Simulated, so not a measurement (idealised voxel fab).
voxel plated lines: a process module
Section shown: cut. Width: 215 nm. Cell size: 5 nm, square.
For the purposes of this document, a cross-section shall be understood as a grid of square cells, specified as bands listed in top-to-bottom order, each band consisting of one or more rows of cells.
Top, bottom (nm), then materials left to right with widths (nm); lone material tagged "everywhere" fills the whole band edge to edge; "blank" = empty space.
The reference from which all heights are counted is 0, the level beneath which the as-received wafer is entirely one material; the lowest band, having no lower bound, proceeds downward and is written after the example "0 and below".
Graded width ("30->40"): value in top row of band = first number; value in bottom row = second number; row-to-row change constant.
Given "changes: none" for a step, no cell of the cross-section differs between before and after that step.
Any empty space of 8 cells or more lacking an open way to the top shows up in "Enclosed internal voids" as width x height at distance, distance from the left edge, in nm.
The remark found on a step's line after its settings is issued by the simulator itself and pertains to that step.
Each step line may optionally specify "overlay nm", which for a step with a mask gives the rightward distance between the mask's planned place and where it lay, a negative value indicating the leftward direction.
BELOW IS THE LIST OF PLANNED PROCESS STEPS
- 1: RECEIVE, material Si
- 2: CONFORMAL_DEP, material Al2O3, thk nm 5
- 3: DIRECTIONAL_DEP, material TiN, thk nm 5
- 4: PATTERN, tone open, mask id LINES, material resist, width nm 15, pitch nm 50, thk nm 30, overlay nm 0
- 5: EPI, material Ru, thk nm 5
- 6: EPI, material Ru, thk nm 5
- 7: STRIP, etch materials resist
- 8: DIRECTIONAL_ETCH, etch materials TiN, depth nm 5
- 9: CONFORMAL_DEP, material SiO2, thk nm 10
Split variable: width nm, step 4. Plan value = first wafer. Wafers start alike.
AS-RECEIVED STATE AFTER STEP 1, FIRST OF SEVERAL WAFERS, CROSS-SECTION
- 0 and below: Si everywhere
- Enclosed internal voids: none
END OF MODULE, BY WAFER: MATERIAL-BY-MATERIAL CELL GAIN (+) OR LOSS (-) SINCE RECEIPT, THEN CLOSED VOIDS
width nm 15, +43 Al2O3, +12 Ru, +110 SiO2, +6 TiN, Enclosed internal voids: none
width nm 20, +43 Al2O3, +16 Ru, +110 SiO2, +8 TiN, Enclosed internal voids: none
width nm 25, +43 Al2O3, +20 Ru, +110 SiO2, +10 TiN, Enclosed internal voids: none
width nm 30, +43 Al2O3, +24 Ru, +110 SiO2, +12 TiN, Enclosed internal voids: none
width nm 35, +43 Al2O3, +28 Ru, +107 SiO2, +14 TiN, Enclosed internal voids: none
